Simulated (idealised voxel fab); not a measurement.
process module | voxel transistor to metal
cross-section cut | 260 nm wide | cells 5 nm
A cross-section is a grid of square cells, given in bands from the top down. A band is one or more rows of cells.
Each band's line starts with the height of the band's top and of its bottom, in nm. Then come its materials from left to right, each with its width in nm. One material with "throughout" fills the band from edge to edge. "air" is empty space.
Height 0 is the level under which the wafer as received is all one material. The lowest band goes on downwards, as in "0 down".
A width such as "30 to 40" changes by the same amount from each row of cells to the next, from the band's top row to its bottom row.
"no change" after a step means that no cell of the cross-section changed.
closed voids: empty space of 8 cells or more with no open way to the top, each as width x height at its distance from the left edge, in nm
after a step's settings: what the simulator itself notes on the step
overlay nm, on a step with a mask: how far to the right of its planned place the mask lay; to the left if negative
plan
1 op RECEIVE | material Si
2 op CONFORMAL_DEP | material SiO2 | thk nm 5
3 op CONFORMAL_DEP | material SiN | thk nm 15
4 op DIRECTIONAL_DEP | material aC | thk nm 15
5 op PATTERN | tone cover | mask id ACTIVE | material resist | width nm 100 | pitch nm 130 | thk nm 30 | overlay nm 0
6 op DIRECTIONAL_ETCH | etch materials aC | depth nm 15
7 op STRIP | etch materials resist
8 op DIRECTIONAL_ETCH | etch materials SiN | depth nm 15
9 op DIRECTIONAL_ETCH | etch materials SiO2 | depth nm 5
10 op DIRECTIONAL_ETCH | etch materials Si | depth nm 25
11 op STRIP | etch materials aC
12 op FILL_DEP | material SiO2 | thk nm 15
13 op CMP | height nm 20
14 op SELECTIVE_ETCH | etch materials SiO2 | depth nm 15
15 op STRIP | etch materials SiN
16 op SELECTIVE_ETCH | etch materials SiO2 | depth nm 5
17 op OXIDIZE | depth nm 5
18 op DIRECTIONAL_DEP | material polySi | thk nm 20
19 op DIRECTIONAL_DEP | material SiCN | thk nm 15
20 op PATTERN | tone cover | mask id GATE | material resist | width nm 20 | pitch nm 130 | thk nm 20 | overlay nm 0
21 op DIRECTIONAL_ETCH | etch materials SiCN | depth nm 25
22 op DIRECTIONAL_ETCH | etch materials polySi | depth nm 30
23 op STRIP | etch materials resist
24 op CONFORMAL_DEP | material SiO2 | thk nm 5
25 op DIRECTIONAL_ETCH | etch materials SiO2 | depth nm 5
26 op CONFORMAL_DEP | material SiN | thk nm 10
27 op DIRECTIONAL_ETCH | etch materials SiN | depth nm 10
28 op DIRECTIONAL_ETCH | etch materials SiO2 | depth nm 5
29 op DIRECTIONAL_ETCH | etch materials Si | depth nm 10
30 op EPI | material SiGe | thk nm 15
31 op FILL_DEP | material SiO2 | thk nm 5
32 op CMP | height nm 35
33 op DIRECTIONAL_DEP | material SiO2 | thk nm 10
34 op DIRECTIONAL_DEP | material aC | thk nm 15
35 op PATTERN | tone open | mask id CONTACT | material resist | width nm 15 | pitch nm 65 | thk nm 35 | overlay nm 0
36 op DIRECTIONAL_ETCH | etch materials aC | depth nm 15
37 op STRIP | etch materials resist
38 op DIRECTIONAL_ETCH | etch materials SiO2 | depth nm 35
39 op STRIP | etch materials aC
40 op CONFORMAL_DEP | material TiN | thk nm 5
41 op FILL_DEP | material W | thk nm 5
42 op CMP | height nm 45
43 op DIRECTIONAL_DEP | material TiN | thk nm 5
44 op DIRECTIONAL_DEP | material W | thk nm 15
45 op DIRECTIONAL_DEP | material aC | thk nm 10
46 op PATTERN | tone cover | mask id METAL_1 | material resist | width nm 15 | pitch nm 65 | thk nm 25 | overlay nm 0
47 op DIRECTIONAL_ETCH | etch materials aC | depth nm 10
48 op STRIP | etch materials resist
49 op DIRECTIONAL_ETCH | etch materials W | depth nm 15
50 op DIRECTIONAL_ETCH | etch materials TiN | depth nm 5
51 op STRIP | etch materials aC
52 op CONFORMAL_DEP | material SiCN | thk nm 5
53 op FILL_DEP | material lowk | thk nm 5
54 op CMP | height nm 65
55 op CONFORMAL_DEP | material SiCN | thk nm 5
56 op DIRECTIONAL_DEP | material lowk | thk nm 35
57 op DIRECTIONAL_DEP | material aC | thk nm 10
58 op PATTERN | tone open | mask id METAL_2 | material resist | width nm 15 | pitch nm 130 | thk nm 25 | overlay nm 0
59 op DIRECTIONAL_ETCH | etch materials aC | depth nm 10
60 op STRIP | etch materials resist
61 op DIRECTIONAL_ETCH | etch materials lowk | depth nm 20
62 op STRIP | etch materials aC
63 op MASKED_ETCH | tone open | mask id METAL_2_HOLES | width nm 15 | pitch nm 130 | etch materials lowk | depth nm 15 | overlay nm 0
64 op MASKED_ETCH | tone open | mask id METAL_2_HOLES | width nm 15 | pitch nm 130 | etch materials SiCN | depth nm 5 | overlay nm 0
65 op CONFORMAL_DEP | material TiN | thk nm 5
66 op FILL_DEP | material Cu | thk nm 5
67 op CMP | height nm 105
68 op CONFORMAL_DEP | material SiN | thk nm 5
first wafer, as planned
as received, after step 1
  0 down: Si throughout
  closed voids: none
after step 2
  5 to 0: SiO2 throughout
  below 0: unchanged
after step 3
  20 to 5: SiN throughout
  below 5: unchanged
after step 4
  35 to 20: aC throughout
  below 20: unchanged
after step 5
  65 to 35: air 15 | resist 100 | air 30 | resist 100 | air 15
  below 35: unchanged
after step 6
  50 to 35: air 15 | resist 100 | air 30 | resist 100 | air 15
  35 to 20: air 15 | aC 100 | air 30 | aC 100 | air 15
  below 20: unchanged
after step 7
  35 to 20: air 15 | aC 100 | air 30 | aC 100 | air 15
  below 20: unchanged
after step 8
  35 to 20: air 15 | aC 100 | air 30 | aC 100 | air 15
  20 to 5: air 15 | SiN 100 | air 30 | SiN 100 | air 15
  below 5: unchanged
after step 9
  35 to 20: air 15 | aC 100 | air 30 | aC 100 | air 15
  20 to 5: air 15 | SiN 100 | air 30 | SiN 100 | air 15
  5 to 0: air 15 | SiO2 100 | air 30 | SiO2 100 | air 15
  below 0: unchanged
after step 10
  35 to 20: air 15 | aC 100 | air 30 | aC 100 | air 15
  20 to 5: air 15 | SiN 100 | air 30 | SiN 100 | air 15
  5 to 0: air 15 | SiO2 100 | air 30 | SiO2 100 | air 15
  0 to -25: air 15 | Si 100 | air 30 | Si 100 | air 15
  below -25: unchanged
after step 11
  20 to 5: air 15 | SiN 100 | air 30 | SiN 100 | air 15
  below 5: unchanged
after step 12
  35 to 20: SiO2 throughout
  20 to 5: SiO2 15 | SiN 100 | SiO2 30 | SiN 100 | SiO2 15
  5 to 0: SiO2 throughout
  0 to -25: SiO2 15 | Si 100 | SiO2 30 | Si 100 | SiO2 15
  below -25: unchanged
after step 13
  20 to 5: SiO2 15 | SiN 100 | SiO2 30 | SiN 100 | SiO2 15
  below 5: unchanged
after step 14
  20 to 5: air 15 | SiN 100 | air 30 | SiN 100 | air 15
  below 5: unchanged
after step 15
  5 to 0: SiO2 throughout
  below 0: unchanged
after step 16
  0 to -25: SiO2 15 | Si 100 | SiO2 30 | Si 100 | SiO2 15
  below -25: unchanged
after step 17
  0 to -5: SiO2 throughout
  below -5: unchanged
after step 18
  20 to 0: polySi throughout
  below 0: unchanged
after step 19
  35 to 20: SiCN throughout
  below 20: unchanged
after step 20
  55 to 35: air 55 | resist 20 | air 110 | resist 20 | air 55
  below 35: unchanged
after step 21
  55 to 35: air 55 | resist 20 | air 110 | resist 20 | air 55
  35 to 20: air 55 | SiCN 20 | air 110 | SiCN 20 | air 55
  below 20: unchanged
after step 22
  55 to 35: air 55 | resist 20 | air 110 | resist 20 | air 55
  35 to 20: air 55 | SiCN 20 | air 110 | SiCN 20 | air 55
  20 to 0: air 55 | polySi 20 | air 110 | polySi 20 | air 55
  below 0: unchanged
after step 23
  35 to 20: air 55 | SiCN 20 | air 110 | SiCN 20 | air 55
  below 20: unchanged
after step 24
  40 to 35: air 50 | SiO2 30 | air 100 | SiO2 30 | air 50
  35 to 20: air 50 | SiO2 5 | SiCN 20 | SiO2 5 | air 100 | SiO2 5 | SiCN 20 | SiO2 5 | air 50
  20 to 5: air 50 | SiO2 5 | polySi 20 | SiO2 5 | air 100 | SiO2 5 | polySi 20 | SiO2 5 | air 50
  5 to 0: SiO2 55 | polySi 20 | SiO2 110 | polySi 20 | SiO2 55
  below 0: unchanged
after step 25
  35 to 20: air 50 | SiO2 5 | SiCN 20 | SiO2 5 | air 100 | SiO2 5 | SiCN 20 | SiO2 5 | air 50
  20 to 0: air 50 | SiO2 5 | polySi 20 | SiO2 5 | air 100 | SiO2 5 | polySi 20 | SiO2 5 | air 50
  below 0: unchanged
after step 26
  45 to 35: air 40 | SiN 50 | air 80 | SiN 50 | air 40
  35 to 20: air 40 | SiN 10 | SiO2 5 | SiCN 20 | SiO2 5 | SiN 10 | air 80 | SiN 10 | SiO2 5 | SiCN 20 | SiO2 5 | SiN 10 | air 40
  20 to 10: air 40 | SiN 10 | SiO2 5 | polySi 20 | SiO2 5 | SiN 10 | air 80 | SiN 10 | SiO2 5 | polySi 20 | SiO2 5 | SiN 10 | air 40
  10 to 0: SiN 50 | SiO2 5 | polySi 20 | SiO2 5 | SiN 100 | SiO2 5 | polySi 20 | SiO2 5 | SiN 50
  below 0: unchanged
after step 27
  35 to 20: air 40 | SiN 10 | SiO2 5 | SiCN 20 | SiO2 5 | SiN 10 | air 80 | SiN 10 | SiO2 5 | SiCN 20 | SiO2 5 | SiN 10 | air 40
  20 to 0: air 40 | SiN 10 | SiO2 5 | polySi 20 | SiO2 5 | SiN 10 | air 80 | SiN 10 | SiO2 5 | polySi 20 | SiO2 5 | SiN 10 | air 40
  below 0: unchanged
after step 28
  35 to 30: air 40 | SiN 10 | air 5 | SiCN 20 | air 5 | SiN 10 | air 80 | SiN 10 | air 5 | SiCN 20 | air 5 | SiN 10 | air 40
  30 to 20: air 40 | SiN 10 | SiO2 5 | SiCN 20 | SiO2 5 | SiN 10 | air 80 | SiN 10 | SiO2 5 | SiCN 20 | SiO2 5 | SiN 10 | air 40
  20 to 0: air 40 | SiN 10 | SiO2 5 | polySi 20 | SiO2 5 | SiN 10 | air 80 | SiN 10 | SiO2 5 | polySi 20 | SiO2 5 | SiN 10 | air 40
  0 to -5: air 40 | SiO2 50 | air 80 | SiO2 50 | air 40
  below -5: unchanged
after step 29
  35 to 30: air 40 | SiN 10 | air 5 | SiCN 20 | air 5 | SiN 10 | air 80 | SiN 10 | air 5 | SiCN 20 | air 5 | SiN 10 | air 40
  30 to 20: air 40 | SiN 10 | SiO2 5 | SiCN 20 | SiO2 5 | SiN 10 | air 80 | SiN 10 | SiO2 5 | SiCN 20 | SiO2 5 | SiN 10 | air 40
  20 to 0: air 40 | SiN 10 | SiO2 5 | polySi 20 | SiO2 5 | SiN 10 | air 80 | SiN 10 | SiO2 5 | polySi 20 | SiO2 5 | SiN 10 | air 40
  0 to -5: air 40 | SiO2 50 | air 80 | SiO2 50 | air 40
  -5 to -15: SiO2 15 | air 25 | Si 50 | air 25 | SiO2 30 | air 25 | Si 50 | air 25 | SiO2 15
  below -15: unchanged
after step 30
  35 to 30: air 40 | SiN 10 | air 5 | SiCN 20 | air 5 | SiN 10 | air 80 | SiN 10 | air 5 | SiCN 20 | air 5 | SiN 10 | air 40
  30 to 20: air 40 | SiN 10 | SiO2 5 | SiCN 20 | SiO2 5 | SiN 10 | air 80 | SiN 10 | SiO2 5 | SiCN 20 | SiO2 5 | SiN 10 | air 40
  20 to 10: air 40 | SiN 10 | SiO2 5 | polySi 20 | SiO2 5 | SiN 10 | air 80 | SiN 10 | SiO2 5 | polySi 20 | SiO2 5 | SiN 10 | air 40
  10 to 0: air 25 | SiGe 15 | SiN 10 | SiO2 5 | polySi 20 | SiO2 5 | SiN 10 | SiGe 15 | air 50 | SiGe 15 | SiN 10 | SiO2 5 | polySi 20 | SiO2 5 | SiN 10 | SiGe 15 | air 25
  0 to -5: air 10 | SiGe 30 | SiO2 50 | SiGe 30 | air 20 | SiGe 30 | SiO2 50 | SiGe 30 | air 10
  -5 to -15: SiO2 15 | SiGe 25 | Si 50 | SiGe 25 | SiO2 30 | SiGe 25 | Si 50 | SiGe 25 | SiO2 15
  below -15: unchanged
after step 31
  40 to 35: SiO2 throughout
  35 to 20: SiO2 40 | SiN 10 | SiO2 5 | SiCN 20 | SiO2 5 | SiN 10 | SiO2 80 | SiN 10 | SiO2 5 | SiCN 20 | SiO2 5 | SiN 10 | SiO2 40
  20 to 10: SiO2 40 | SiN 10 | SiO2 5 | polySi 20 | SiO2 5 | SiN 10 | SiO2 80 | SiN 10 | SiO2 5 | polySi 20 | SiO2 5 | SiN 10 | SiO2 40
  10 to 0: SiO2 25 | SiGe 15 | SiN 10 | SiO2 5 | polySi 20 | SiO2 5 | SiN 10 | SiGe 15 | SiO2 50 | SiGe 15 | SiN 10 | SiO2 5 | polySi 20 | SiO2 5 | SiN 10 | SiGe 15 | SiO2 25
  0 to -5: SiO2 10 | SiGe 30 | SiO2 50 | SiGe 30 | SiO2 20 | SiGe 30 | SiO2 50 | SiGe 30 | SiO2 10
  below -5: unchanged
after step 32
  35 to 20: SiO2 40 | SiN 10 | SiO2 5 | SiCN 20 | SiO2 5 | SiN 10 | SiO2 80 | SiN 10 | SiO2 5 | SiCN 20 | SiO2 5 | SiN 10 | SiO2 40
  below 20: unchanged
after step 33
  45 to 35: SiO2 throughout
  below 35: unchanged
after step 34
  60 to 45: aC throughout
  below 45: unchanged
after step 35
  95 to 60: resist 25 | air 15 | resist 50 | air 15 | resist 50 | air 15 | resist 50 | air 15 | resist 25
  below 60: unchanged
after step 36
  80 to 60: resist 25 | air 15 | resist 50 | air 15 | resist 50 | air 15 | resist 50 | air 15 | resist 25
  60 to 45: aC 25 | air 15 | aC 50 | air 15 | aC 50 | air 15 | aC 50 | air 15 | aC 25
  below 45: unchanged
after step 37
  60 to 45: aC 25 | air 15 | aC 50 | air 15 | aC 50 | air 15 | aC 50 | air 15 | aC 25
  below 45: unchanged
after step 38
  60 to 45: aC 25 | air 15 | aC 50 | air 15 | aC 50 | air 15 | aC 50 | air 15 | aC 25
  45 to 35: SiO2 25 | air 15 | SiO2 50 | air 15 | SiO2 50 | air 15 | SiO2 50 | air 15 | SiO2 25
  35 to 20: SiO2 25 | air 15 | SiN 10 | SiO2 5 | SiCN 20 | SiO2 5 | SiN 10 | air 15 | SiO2 50 | air 15 | SiN 10 | SiO2 5 | SiCN 20 | SiO2 5 | SiN 10 | air 15 | SiO2 25
  20 to 10: SiO2 25 | air 15 | SiN 10 | SiO2 5 | polySi 20 | SiO2 5 | SiN 10 | air 15 | SiO2 50 | air 15 | SiN 10 | SiO2 5 | polySi 20 | SiO2 5 | SiN 10 | air 15 | SiO2 25
  below 10: unchanged
after step 39
  45 to 35: SiO2 25 | air 15 | SiO2 50 | air 15 | SiO2 50 | air 15 | SiO2 50 | air 15 | SiO2 25
  below 35: unchanged
after step 40
  50 to 45: TiN 30 | air 5 | TiN 60 | air 5 | TiN 60 | air 5 | TiN 60 | air 5 | TiN 30
  45 to 35: SiO2 25 | TiN 5 | air 5 | TiN 5 | SiO2 50 | TiN 5 | air 5 | TiN 5 | SiO2 50 | TiN 5 | air 5 | TiN 5 | SiO2 50 | TiN 5 | air 5 | TiN 5 | SiO2 25
  35 to 20: SiO2 25 | TiN 5 | air 5 | TiN 5 | SiN 10 | SiO2 5 | SiCN 20 | SiO2 5 | SiN 10 | TiN 5 | air 5 | TiN 5 | SiO2 50 | TiN 5 | air 5 | TiN 5 | SiN 10 | SiO2 5 | SiCN 20 | SiO2 5 | SiN 10 | TiN 5 | air 5 | TiN 5 | SiO2 25
  20 to 15: SiO2 25 | TiN 5 | air 5 | TiN 5 | SiN 10 | SiO2 5 | polySi 20 | SiO2 5 | SiN 10 | TiN 5 | air 5 | TiN 5 | SiO2 50 | TiN 5 | air 5 | TiN 5 | SiN 10 | SiO2 5 | polySi 20 | SiO2 5 | SiN 10 | TiN 5 | air 5 | TiN 5 | SiO2 25
  15 to 10: SiO2 25 | TiN 15 | SiN 10 | SiO2 5 | polySi 20 | SiO2 5 | SiN 10 | TiN 15 | SiO2 50 | TiN 15 | SiN 10 | SiO2 5 | polySi 20 | SiO2 5 | SiN 10 | TiN 15 | SiO2 25
  below 10: unchanged
after step 41
  55 to 50: W throughout
  50 to 45: TiN 30 | W 5 | TiN 60 | W 5 | TiN 60 | W 5 | TiN 60 | W 5 | TiN 30
  45 to 35: SiO2 25 | TiN 5 | W 5 | TiN 5 | SiO2 50 | TiN 5 | W 5 | TiN 5 | SiO2 50 | TiN 5 | W 5 | TiN 5 | SiO2 50 | TiN 5 | W 5 | TiN 5 | SiO2 25
  35 to 20: SiO2 25 | TiN 5 | W 5 | TiN 5 | SiN 10 | SiO2 5 | SiCN 20 | SiO2 5 | SiN 10 | TiN 5 | W 5 | TiN 5 | SiO2 50 | TiN 5 | W 5 | TiN 5 | SiN 10 | SiO2 5 | SiCN 20 | SiO2 5 | SiN 10 | TiN 5 | W 5 | TiN 5 | SiO2 25
  20 to 15: SiO2 25 | TiN 5 | W 5 | TiN 5 | SiN 10 | SiO2 5 | polySi 20 | SiO2 5 | SiN 10 | TiN 5 | W 5 | TiN 5 | SiO2 50 | TiN 5 | W 5 | TiN 5 | SiN 10 | SiO2 5 | polySi 20 | SiO2 5 | SiN 10 | TiN 5 | W 5 | TiN 5 | SiO2 25
  below 15: unchanged
after step 42
  45 to 35: SiO2 25 | TiN 5 | W 5 | TiN 5 | SiO2 50 | TiN 5 | W 5 | TiN 5 | SiO2 50 | TiN 5 | W 5 | TiN 5 | SiO2 50 | TiN 5 | W 5 | TiN 5 | SiO2 25
  below 35: unchanged
after step 43
  50 to 45: TiN throughout
  below 45: unchanged
after step 44
  65 to 50: W throughout
  below 50: unchanged
after step 45
  75 to 65: aC throughout
  below 65: unchanged
after step 46
  100 to 75: air 25 | resist 15 | air 50 | resist 15 | air 50 | resist 15 | air 50 | resist 15 | air 25
  below 75: unchanged
after step 47
  90 to 75: air 25 | resist 15 | air 50 | resist 15 | air 50 | resist 15 | air 50 | resist 15 | air 25
  75 to 65: air 25 | aC 15 | air 50 | aC 15 | air 50 | aC 15 | air 50 | aC 15 | air 25
  below 65: unchanged
after step 48
  75 to 65: air 25 | aC 15 | air 50 | aC 15 | air 50 | aC 15 | air 50 | aC 15 | air 25
  below 65: unchanged
after step 49
  75 to 65: air 25 | aC 15 | air 50 | aC 15 | air 50 | aC 15 | air 50 | aC 15 | air 25
  65 to 50: air 25 | W 15 | air 50 | W 15 | air 50 | W 15 | air 50 | W 15 | air 25
  below 50: unchanged
after step 50
  75 to 65: air 25 | aC 15 | air 50 | aC 15 | air 50 | aC 15 | air 50 | aC 15 | air 25
  65 to 50: air 25 | W 15 | air 50 | W 15 | air 50 | W 15 | air 50 | W 15 | air 25
  50 to 45: air 25 | TiN 15 | air 50 | TiN 15 | air 50 | TiN 15 | air 50 | TiN 15 | air 25
  below 45: unchanged
after step 51
  65 to 50: air 25 | W 15 | air 50 | W 15 | air 50 | W 15 | air 50 | W 15 | air 25
  below 50: unchanged
after step 52
  70 to 65: air 20 | SiCN 25 | air 40 | SiCN 25 | air 40 | SiCN 25 | air 40 | SiCN 25 | air 20
  65 to 50: air 20 | SiCN 5 | W 15 | SiCN 5 | air 40 | SiCN 5 | W 15 | SiCN 5 | air 40 | SiCN 5 | W 15 | SiCN 5 | air 40 | SiCN 5 | W 15 | SiCN 5 | air 20
  50 to 45: SiCN 25 | TiN 15 | SiCN 50 | TiN 15 | SiCN 50 | TiN 15 | SiCN 50 | TiN 15 | SiCN 25
  below 45: unchanged
after step 53
  75 to 70: lowk throughout
  70 to 65: lowk 20 | SiCN 25 | lowk 40 | SiCN 25 | lowk 40 | SiCN 25 | lowk 40 | SiCN 25 | lowk 20
  65 to 50: lowk 20 | SiCN 5 | W 15 | SiCN 5 | lowk 40 | SiCN 5 | W 15 | SiCN 5 | lowk 40 | SiCN 5 | W 15 | SiCN 5 | lowk 40 | SiCN 5 | W 15 | SiCN 5 | lowk 20
  below 50: unchanged
after step 54
  65 to 50: lowk 20 | SiCN 5 | W 15 | SiCN 5 | lowk 40 | SiCN 5 | W 15 | SiCN 5 | lowk 40 | SiCN 5 | W 15 | SiCN 5 | lowk 40 | SiCN 5 | W 15 | SiCN 5 | lowk 20
  below 50: unchanged
after step 55
  70 to 65: SiCN throughout
  below 65: unchanged
after step 56
  105 to 70: lowk throughout
  below 70: unchanged
after step 57
  115 to 105: aC throughout
  below 105: unchanged
after step 58
  140 to 115: resist 25 | air 15 | resist 115 | air 15 | resist 90
  below 115: unchanged
after step 59
  130 to 115: resist 25 | air 15 | resist 115 | air 15 | resist 90
  115 to 105: aC 25 | air 15 | aC 115 | air 15 | aC 90
  below 105: unchanged
after step 60
  115 to 105: aC 25 | air 15 | aC 115 | air 15 | aC 90
  below 105: unchanged
after step 61
  115 to 105: aC 25 | air 15 | aC 115 | air 15 | aC 90
  105 to 85: lowk 25 | air 15 | lowk 115 | air 15 | lowk 90
  below 85: unchanged
after step 62
  105 to 85: lowk 25 | air 15 | lowk 115 | air 15 | lowk 90
  below 85: unchanged
after step 63
  105 to 70: lowk 25 | air 15 | lowk 115 | air 15 | lowk 90
  below 70: unchanged
after step 64
  105 to 70: lowk 25 | air 15 | lowk 115 | air 15 | lowk 90
  70 to 65: SiCN 25 | air 15 | SiCN 115 | air 15 | SiCN 90
  below 65: unchanged
after step 65
  110 to 105: TiN 30 | air 5 | TiN 125 | air 5 | TiN 95
  105 to 70: lowk 25 | TiN 5 | air 5 | TiN 5 | lowk 115 | TiN 5 | air 5 | TiN 5 | lowk 90
  70 to 65: SiCN 25 | TiN 15 | SiCN 115 | TiN 15 | SiCN 90
  below 65: unchanged
after step 66
  115 to 110: Cu throughout
  110 to 105: TiN 30 | Cu 5 | TiN 125 | Cu 5 | TiN 95
  105 to 70: lowk 25 | TiN 5 | Cu 5 | TiN 5 | lowk 115 | TiN 5 | Cu 5 | TiN 5 | lowk 90
  below 70: unchanged
after step 67
  105 to 70: lowk 25 | TiN 5 | Cu 5 | TiN 5 | lowk 115 | TiN 5 | Cu 5 | TiN 5 | lowk 90
  below 70: unchanged
after step 68
  110 to 105: SiN throughout
  below 105: unchanged
second wafer: like start, like plan, one mistake. Through step 32 it matches the first wafer
when step 33 should have ended
  45 to 35: polySi throughout
  below 35: unchanged
when step 34 should have ended
  60 to 45: aC throughout
  below 45: unchanged
when step 35 should have ended
  95 to 60: resist 25 | air 15 | resist 50 | air 15 | resist 50 | air 15 | resist 50 | air 15 | resist 25
  below 60: unchanged
when step 36 should have ended
  80 to 60: resist 25 | air 15 | resist 50 | air 15 | resist 50 | air 15 | resist 50 | air 15 | resist 25
  60 to 45: aC 25 | air 15 | aC 50 | air 15 | aC 50 | air 15 | aC 50 | air 15 | aC 25
  below 45: unchanged
when step 37 should have ended
  60 to 45: aC 25 | air 15 | aC 50 | air 15 | aC 50 | air 15 | aC 50 | air 15 | aC 25
  below 45: unchanged
when step 38 should have ended: no change
when step 39 should have ended
  45 to 35: polySi throughout
  below 35: unchanged
when step 40 should have ended
  50 to 45: TiN throughout
  below 45: unchanged
when step 41 should have ended
  55 to 50: W throughout
  below 50: unchanged
when step 42 should have ended
  45 to 35: polySi throughout
  below 35: unchanged
when step 43 should have ended
  50 to 45: TiN throughout
  below 45: unchanged
when step 44 should have ended
  65 to 50: W throughout
  below 50: unchanged
when step 45 should have ended
  75 to 65: aC throughout
  below 65: unchanged
when step 46 should have ended
  100 to 75: air 25 | resist 15 | air 50 | resist 15 | air 50 | resist 15 | air 50 | resist 15 | air 25
  below 75: unchanged
when step 47 should have ended
  90 to 75: air 25 | resist 15 | air 50 | resist 15 | air 50 | resist 15 | air 50 | resist 15 | air 25
  75 to 65: air 25 | aC 15 | air 50 | aC 15 | air 50 | aC 15 | air 50 | aC 15 | air 25
  below 65: unchanged
when step 48 should have ended
  75 to 65: air 25 | aC 15 | air 50 | aC 15 | air 50 | aC 15 | air 50 | aC 15 | air 25
  below 65: unchanged
when step 49 should have ended
  75 to 65: air 25 | aC 15 | air 50 | aC 15 | air 50 | aC 15 | air 50 | aC 15 | air 25
  65 to 50: air 25 | W 15 | air 50 | W 15 | air 50 | W 15 | air 50 | W 15 | air 25
  below 50: unchanged
when step 50 should have ended
  75 to 65: air 25 | aC 15 | air 50 | aC 15 | air 50 | aC 15 | air 50 | aC 15 | air 25
  65 to 50: air 25 | W 15 | air 50 | W 15 | air 50 | W 15 | air 50 | W 15 | air 25
  50 to 45: air 25 | TiN 15 | air 50 | TiN 15 | air 50 | TiN 15 | air 50 | TiN 15 | air 25
  below 45: unchanged
when step 51 should have ended
  65 to 50: air 25 | W 15 | air 50 | W 15 | air 50 | W 15 | air 50 | W 15 | air 25
  below 50: unchanged
when step 52 should have ended
  70 to 65: air 20 | SiCN 25 | air 40 | SiCN 25 | air 40 | SiCN 25 | air 40 | SiCN 25 | air 20
  65 to 50: air 20 | SiCN 5 | W 15 | SiCN 5 | air 40 | SiCN 5 | W 15 | SiCN 5 | air 40 | SiCN 5 | W 15 | SiCN 5 | air 40 | SiCN 5 | W 15 | SiCN 5 | air 20
  50 to 45: SiCN 25 | TiN 15 | SiCN 50 | TiN 15 | SiCN 50 | TiN 15 | SiCN 50 | TiN 15 | SiCN 25
  below 45: unchanged
when step 53 should have ended
  75 to 70: lowk throughout
  70 to 65: lowk 20 | SiCN 25 | lowk 40 | SiCN 25 | lowk 40 | SiCN 25 | lowk 40 | SiCN 25 | lowk 20
  65 to 50: lowk 20 | SiCN 5 | W 15 | SiCN 5 | lowk 40 | SiCN 5 | W 15 | SiCN 5 | lowk 40 | SiCN 5 | W 15 | SiCN 5 | lowk 40 | SiCN 5 | W 15 | SiCN 5 | lowk 20
  below 50: unchanged
when step 54 should have ended
  65 to 50: lowk 20 | SiCN 5 | W 15 | SiCN 5 | lowk 40 | SiCN 5 | W 15 | SiCN 5 | lowk 40 | SiCN 5 | W 15 | SiCN 5 | lowk 40 | SiCN 5 | W 15 | SiCN 5 | lowk 20
  below 50: unchanged
when step 55 should have ended
  70 to 65: SiCN throughout
  below 65: unchanged
when step 56 should have ended
  105 to 70: lowk throughout
  below 70: unchanged
when step 57 should have ended
  115 to 105: aC throughout
  below 105: unchanged
when step 58 should have ended
  140 to 115: resist 25 | air 15 | resist 115 | air 15 | resist 90
  below 115: unchanged
when step 59 should have ended
  130 to 115: resist 25 | air 15 | resist 115 | air 15 | resist 90
  115 to 105: aC 25 | air 15 | aC 115 | air 15 | aC 90
  below 105: unchanged
when step 60 should have ended
  115 to 105: aC 25 | air 15 | aC 115 | air 15 | aC 90
  below 105: unchanged
when step 61 should have ended
  115 to 105: aC 25 | air 15 | aC 115 | air 15 | aC 90
  105 to 85: lowk 25 | air 15 | lowk 115 | air 15 | lowk 90
  below 85: unchanged
when step 62 should have ended
  105 to 85: lowk 25 | air 15 | lowk 115 | air 15 | lowk 90
  below 85: unchanged
when step 63 should have ended
  105 to 70: lowk 25 | air 15 | lowk 115 | air 15 | lowk 90
  below 70: unchanged
when step 64 should have ended
  105 to 70: lowk 25 | air 15 | lowk 115 | air 15 | lowk 90
  70 to 65: SiCN 25 | air 15 | SiCN 115 | air 15 | SiCN 90
  below 65: unchanged
when step 65 should have ended
  110 to 105: TiN 30 | air 5 | TiN 125 | air 5 | TiN 95
  105 to 70: lowk 25 | TiN 5 | air 5 | TiN 5 | lowk 115 | TiN 5 | air 5 | TiN 5 | lowk 90
  70 to 65: SiCN 25 | TiN 15 | SiCN 115 | TiN 15 | SiCN 90
  below 65: unchanged
when step 66 should have ended
  115 to 110: Cu throughout
  110 to 105: TiN 30 | Cu 5 | TiN 125 | Cu 5 | TiN 95
  105 to 70: lowk 25 | TiN 5 | Cu 5 | TiN 5 | lowk 115 | TiN 5 | Cu 5 | TiN 5 | lowk 90
  below 70: unchanged
when step 67 should have ended
  105 to 70: lowk 25 | TiN 5 | Cu 5 | TiN 5 | lowk 115 | TiN 5 | Cu 5 | TiN 5 | lowk 90
  below 70: unchanged
when step 68 should have ended
  110 to 105: SiN throughout
  below 105: unchanged
what went wrong: step 33 ran as: op DIRECTIONAL_DEP | material polySi | thk nm 10
at the end the second wafer has, in cells: 20 fewer of SiO2 | 60 fewer of TiN | 24 fewer of W | 104 more of polySi
